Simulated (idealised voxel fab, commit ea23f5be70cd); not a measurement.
process module | voxel fin reveal
cross-section cut | 280 nm wide | cells 5 nm
A cross-section is a grid of square cells, given in bands from the top down. A band is one or more rows of cells.
Each band's line starts with the height of the band's top and of its bottom, in nm. Then come its materials from left to right, each with its width in nm. One material with "throughout" fills the band from edge to edge. "air" is empty space.
Height 0 is the level under which the wafer as received is all one material. The lowest band goes on downwards, as in "0 down".
A width such as "30 to 40" changes by the same amount from each row of cells to the next, from the band's top row to its bottom row.
"no change" after a step means that no cell of the cross-section changed.
closed voids: empty space of 8 cells or more with no open way to the top, each as width x height at its distance from the left edge, in nm
after a step's settings: what the simulator itself notes on the step
overlay nm, on a step with a mask: how far to the right of its planned place the mask lay; to the left if negative
plan
1 op RECEIVE | material Si
2 op CONFORMAL_DEP | material SiN | thk nm 5
3 op PATTERN | tone cover | mask id FINS | material resist | width nm 15 | pitch nm 40 | thk nm 20 | overlay nm -15
4 op DIRECTIONAL_ETCH | etch materials SiN | depth nm 5
5 op DIRECTIONAL_ETCH | etch materials Si | depth nm 40
6 op STRIP | etch materials resist
7 op OXIDIZE | depth nm 5
8 op FILL_DEP | material SiO2 | thk nm 15
9 op CMP | height nm 5
10 op SELECTIVE_ETCH | etch materials SiO2 | depth nm 35
11 op STRIP | etch materials SiN
varied across the wafers: overlay nm of step 3. The plan shows the first wafer's value. All wafers start alike
first wafer as received, after step 1
  0 down: Si throughout
  closed voids: none
each wafer at the end: cells of each material gained (+) or lost (-) since it was received, then its closed voids
overlay nm -15 | -468 Si | +156 SiO2 | closed voids: none
overlay nm -10 | -468 Si | +156 SiO2 | closed voids: none
overlay nm -5 | -468 Si | +156 SiO2 | closed voids: none
overlay nm 0 | -468 Si | +156 SiO2 | closed voids: none
overlay nm 5 | -468 Si | +156 SiO2 | closed voids: none
overlay nm 10 | -468 Si | +156 SiO2 | closed voids: none
overlay nm 15 | -468 Si | +156 SiO2 | closed voids: none
